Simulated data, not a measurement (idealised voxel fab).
Herein follows the process module entitled voxel self aligned contacts.
Section shown: cut. Width: 260 nm. Cell size: 5 nm, square.
Reading order for cross-sections: top band down to bottom band. Underlying form: a grid of square cells. Band size: one or more rows of cells.
Each band's line starts with the height of the band's top and of its bottom, in nm. Then come its materials from left to right, each with its width in nm. One material with "throughout" fills the band from edge to edge. "blank" is empty space.
It should be noted that heights are counted from 0, beneath which the wafer as supplied is of one material throughout, and that the lowest band possesses no lower boundary but continues downward, as written in "0 down".
The width entry "30..40" should be interpreted row by row: the top row of cells in the band takes the first number, the bottom row takes the second number, and the change between adjacent rows is uniform throughout.
Given "nothing changed" for a step, no cell of the cross-section differs between before and after that step.
You'll see "Enclosed cavity list" listing empty spaces that have no way open to the top, as long as they're 8 cells or more; the notation is width x height at distance, where the distance is from the left edge, and all of it is in nm.
Formally, on a step line, whatever follows the settings is a remark that the simulator itself makes on the step.
For masked steps, "overlay nm" on the step line gives how far right of plan the mask actually lay; a minus sign means it lay to the left.
The planned process steps are enumerated hereunder
| 1 | RECEIVE with material Si |
| 2 | CONFORMAL_DEP with material SiO2, thk nm 5 |
| 3 | DIRECTIONAL_DEP with material polySi, thk nm 30 |
| 4 | DIRECTIONAL_DEP with material SiN, thk nm 20 |
| 5 | DIRECTIONAL_DEP with material aC, thk nm 15 |
| 6 | PATTERN with tone cover, mask id GATE, material resist, width nm 25, pitch nm 55, thk nm 35, overlay nm 0 |
| 7 | DIRECTIONAL_ETCH with etch materials aC, depth nm 15 |
| 8 | STRIP with etch materials resist |
| 9 | DIRECTIONAL_ETCH with etch materials SiN, depth nm 20 |
| 10 | DIRECTIONAL_ETCH with etch materials polySi, depth nm 30 |
| 11 | STRIP with etch materials aC |
| 12 | CONFORMAL_DEP with material SiN, thk nm 5 |
| 13 | DIRECTIONAL_ETCH with etch materials SiN, depth nm 5 |
| 14 | FILL_DEP with material SiO2, thk nm 20 |
| 15 | CMP with height nm 65 |
| 16 | DIRECTIONAL_DEP with material aC, thk nm 10 |
| 17 | PATTERN with tone open, mask id CONTACT, material resist, width nm 40, thk nm 25, overlay nm 0 |
| 18 | DIRECTIONAL_ETCH with etch materials aC, depth nm 10 |
| 19 | STRIP with etch materials resist |
| 20 | DIRECTIONAL_ETCH with etch materials SiO2, depth nm 65 |
| 21 | STRIP with etch materials aC |
| 22 | CONFORMAL_DEP with material TiN, thk nm 5 |
| 23 | FILL_DEP with material W, thk nm 5 |
| 24 | CMP with height nm 65 |
| 25 | CONFORMAL_DEP with material SiCN, thk nm 5 |
On the first of the two wafers: run conducted according to plan
Here's what the wafer looked like in cross-section when it arrived - that's after step 1
  0 down  Si throughout
  Enclosed cavity list: none
Sectional view: wafer, after step 2
  5 to 0  SiO2 throughout
  Under 0: no change, same as before.
Sectional view: wafer, after step 3
  35 to 5  polySi throughout
  Under 5: no change, same as before.
Sectional view: wafer, after step 4
  55 to 35  SiN throughout
  Under 35: no change, same as before.
Sectional view: wafer, after step 5
  70 to 55  aC throughout
  Under 55: no change, same as before.
Sectional view: wafer, after step 6
  105 to 70  blank: 90 | resist: 25 | blank: 30 | resist: 25 | blank: 90
  Under 70: no change, same as before.
Sectional view: wafer, after step 7
  90 to 70  blank: 90 | resist: 25 | blank: 30 | resist: 25 | blank: 90
  70 to 55  blank: 90 | aC: 25 | blank: 30 | aC: 25 | blank: 90
  Under 55: no change, same as before.
Sectional view: wafer, after step 8
  70 to 55  blank: 90 | aC: 25 | blank: 30 | aC: 25 | blank: 90
  Under 55: no change, same as before.
Sectional view: wafer, after step 9
  70 to 55  blank: 90 | aC: 25 | blank: 30 | aC: 25 | blank: 90
  55 to 35  blank: 90 | SiN: 25 | blank: 30 | SiN: 25 | blank: 90
  Under 35: no change, same as before.
Sectional view: wafer, after step 10
  70 to 55  blank: 90 | aC: 25 | blank: 30 | aC: 25 | blank: 90
  55 to 35  blank: 90 | SiN: 25 | blank: 30 | SiN: 25 | blank: 90
  35 to 5  blank: 90 | polySi: 25 | blank: 30 | polySi: 25 | blank: 90
  Under 5: no change, same as before.
Sectional view: wafer, after step 11
  55 to 35  blank: 90 | SiN: 25 | blank: 30 | SiN: 25 | blank: 90
  Under 35: no change, same as before.
Sectional view: wafer, after step 12
  60 to 35  blank: 85 | SiN: 35 | blank: 20 | SiN: 35 | blank: 85
  35 to 10  blank: 85 | SiN: 5 | polySi: 25 | SiN: 5 | blank: 20 | SiN: 5 | polySi: 25 | SiN: 5 | blank: 85
  10 to 5  SiN: 90 | polySi: 25 | SiN: 30 | polySi: 25 | SiN: 90
  Under 5: no change, same as before.
Sectional view: wafer, after step 13
  55 to 35  blank: 85 | SiN: 35 | blank: 20 | SiN: 35 | blank: 85
  35 to 5  blank: 85 | SiN: 5 | polySi: 25 | SiN: 5 | blank: 20 | SiN: 5 | polySi: 25 | SiN: 5 | blank: 85
  Under 5: no change, same as before.
Sectional view: wafer, after step 14
  75 to 55  SiO2 throughout
  55 to 35  SiO2: 85 | SiN: 35 | SiO2: 20 | SiN: 35 | SiO2: 85
  35 to 5  SiO2: 85 | SiN: 5 | polySi: 25 | SiN: 5 | SiO2: 20 | SiN: 5 | polySi: 25 | SiN: 5 | SiO2: 85
  Under 5: no change, same as before.
Sectional view: wafer, after step 15
  65 to 55  SiO2 throughout
  Under 55: no change, same as before.
Sectional view: wafer, after step 16
  75 to 65  aC throughout
  Under 65: no change, same as before.
Sectional view: wafer, after step 17
  100 to 75  resist: 110 | blank: 40 | resist: 110
  Under 75: no change, same as before.
Sectional view: wafer, after step 18
  90 to 75  resist: 110 | blank: 40 | resist: 110
  75 to 65  aC: 110 | blank: 40 | aC: 110
  Under 65: no change, same as before.
Sectional view: wafer, after step 19
  75 to 65  aC: 110 | blank: 40 | aC: 110
  Under 65: no change, same as before.
Sectional view: wafer, after step 20
  75 to 65  aC: 110 | blank: 40 | aC: 110
  65 to 55  SiO2: 110 | blank: 40 | SiO2: 110
  55 to 35  SiO2: 85 | SiN: 35 | blank: 20 | SiN: 35 | SiO2: 85
  35 to 5  SiO2: 85 | SiN: 5 | polySi: 25 | SiN: 5 | blank: 20 | SiN: 5 | polySi: 25 | SiN: 5 | SiO2: 85
  5 to 0  SiO2: 120 | blank: 20 | SiO2: 120
  Under 0: no change, same as before.
Sectional view: wafer, after step 21
  65 to 55  SiO2: 110 | blank: 40 | SiO2: 110
  Under 55: no change, same as before.
Sectional view: wafer, after step 22
  70 to 65  TiN: 115 | blank: 30 | TiN: 115
  65 to 55  SiO2: 110 | TiN: 5..15 | blank: 30..10 | TiN: 5..15 | SiO2: 110
  55 to 35  SiO2: 85 | SiN: 35 | TiN: 5 | blank: 10 | TiN: 5 | SiN: 35 | SiO2: 85
  35 to 5  SiO2: 85 | SiN: 5 | polySi: 25 | SiN: 5 | TiN: 5 | blank: 10 | TiN: 5 | SiN: 5 | polySi: 25 | SiN: 5 | SiO2: 85
  5 to 0  SiO2: 120 | TiN: 20 | SiO2: 120
  Under 0: no change, same as before.
Sectional view: wafer, after step 23
  75 to 70  W throughout
  70 to 65  TiN: 115 | W: 30 | TiN: 115
  65 to 55  SiO2: 110 | TiN: 5..15 | W: 30..10 | TiN: 5..15 | SiO2: 110
  55 to 35  SiO2: 85 | SiN: 35 | TiN: 5 | W: 10 | TiN: 5 | SiN: 35 | SiO2: 85
  35 to 5  SiO2: 85 | SiN: 5 | polySi: 25 | SiN: 5 | TiN: 5 | W: 10 | TiN: 5 | SiN: 5 | polySi: 25 | SiN: 5 | SiO2: 85
  Under 5: no change, same as before.
Sectional view: wafer, after step 24
  65 to 55  SiO2: 110 | TiN: 5..15 | W: 30..10 | TiN: 5..15 | SiO2: 110
  Under 55: no change, same as before.
Sectional view: wafer, after step 25
  70 to 65  SiCN throughout
  Under 65: no change, same as before.
It is to be noted that the second wafer proceeded from the same initial state and according to the same plan as the first, although one mistake was committed in its execution; through step 11, inclusive, the two wafers share an identical history
Second wafer, section view, time point: scheduled end of step 12: nothing changed
Second wafer, section view, time point: scheduled end of step 13
  50 to 35  blank: 90 | SiN: 25 | blank: 30 | SiN: 25 | blank: 90
  Under 35: no change, same as before.
Second wafer, section view, time point: scheduled end of step 14
  70 to 50  SiO2 throughout
  50 to 35  SiO2: 90 | SiN: 25 | SiO2: 30 | SiN: 25 | SiO2: 90
  35 to 5  SiO2: 90 | polySi: 25 | SiO2: 30 | polySi: 25 | SiO2: 90
  Under 5: no change, same as before.
Second wafer, section view, time point: scheduled end of step 15
  65 to 50  SiO2 throughout
  Under 50: no change, same as before.
Second wafer, section view, time point: scheduled end of step 16
  75 to 65  aC throughout
  Under 65: no change, same as before.
Second wafer, section view, time point: scheduled end of step 17
  100 to 75  resist: 110 | blank: 40 | resist: 110
  Under 75: no change, same as before.
Second wafer, section view, time point: scheduled end of step 18
  90 to 75  resist: 110 | blank: 40 | resist: 110
  75 to 65  aC: 110 | blank: 40 | aC: 110
  Under 65: no change, same as before.
Second wafer, section view, time point: scheduled end of step 19
  75 to 65  aC: 110 | blank: 40 | aC: 110
  Under 65: no change, same as before.
Second wafer, section view, time point: scheduled end of step 20
  75 to 65  aC: 110 | blank: 40 | aC: 110
  65 to 50  SiO2: 110 | blank: 40 | SiO2: 110
  50 to 35  SiO2: 90 | SiN: 25 | blank: 30 | SiN: 25 | SiO2: 90
  35 to 5  SiO2: 90 | polySi: 25 | blank: 30 | polySi: 25 | SiO2: 90
  5 to 0  SiO2: 115 | blank: 30 | SiO2: 115
  Under 0: no change, same as before.
Second wafer, section view, time point: scheduled end of step 21
  65 to 50  SiO2: 110 | blank: 40 | SiO2: 110
  Under 50: no change, same as before.
Second wafer, section view, time point: scheduled end of step 22
  70 to 65  TiN: 115 | blank: 30 | TiN: 115
  65 to 55  SiO2: 110 | TiN: 5 | blank: 30 | TiN: 5 | SiO2: 110
  55 to 50  SiO2: 110 | TiN: 10 | blank: 20 | TiN: 10 | SiO2: 110
  50 to 35  SiO2: 90 | SiN: 25 | TiN: 5 | blank: 20 | TiN: 5 | SiN: 25 | SiO2: 90
  35 to 5  SiO2: 90 | polySi: 25 | TiN: 5 | blank: 20 | TiN: 5 | polySi: 25 | SiO2: 90
  5 to 0  SiO2: 115 | TiN: 30 | SiO2: 115
  Under 0: no change, same as before.
Second wafer, section view, time point: scheduled end of step 23
  75 to 70  W throughout
  70 to 65  TiN: 115 | W: 30 | TiN: 115
  65 to 55  SiO2: 110 | TiN: 5 | W: 30 | TiN: 5 | SiO2: 110
  55 to 50  SiO2: 110 | TiN: 10 | W: 20 | TiN: 10 | SiO2: 110
  50 to 35  SiO2: 90 | SiN: 25 | TiN: 5 | W: 20 | TiN: 5 | SiN: 25 | SiO2: 90
  35 to 5  SiO2: 90 | polySi: 25 | TiN: 5 | W: 20 | TiN: 5 | polySi: 25 | SiO2: 90
  Under 5: no change, same as before.
Second wafer, section view, time point: scheduled end of step 24
  65 to 55  SiO2: 110 | TiN: 5 | W: 30 | TiN: 5 | SiO2: 110
  Under 55: no change, same as before.
Second wafer, section view, time point: scheduled end of step 25
  70 to 65  SiCN throughout
  Under 65: no change, same as before.
Where did the run depart from the plan? yeah, step 12 of the plan got skipped, never ran
Final cells, second wafer relative to first, materials higher or lower: 50 fewer of SiN, 26 more of SiO2, 24 more of W
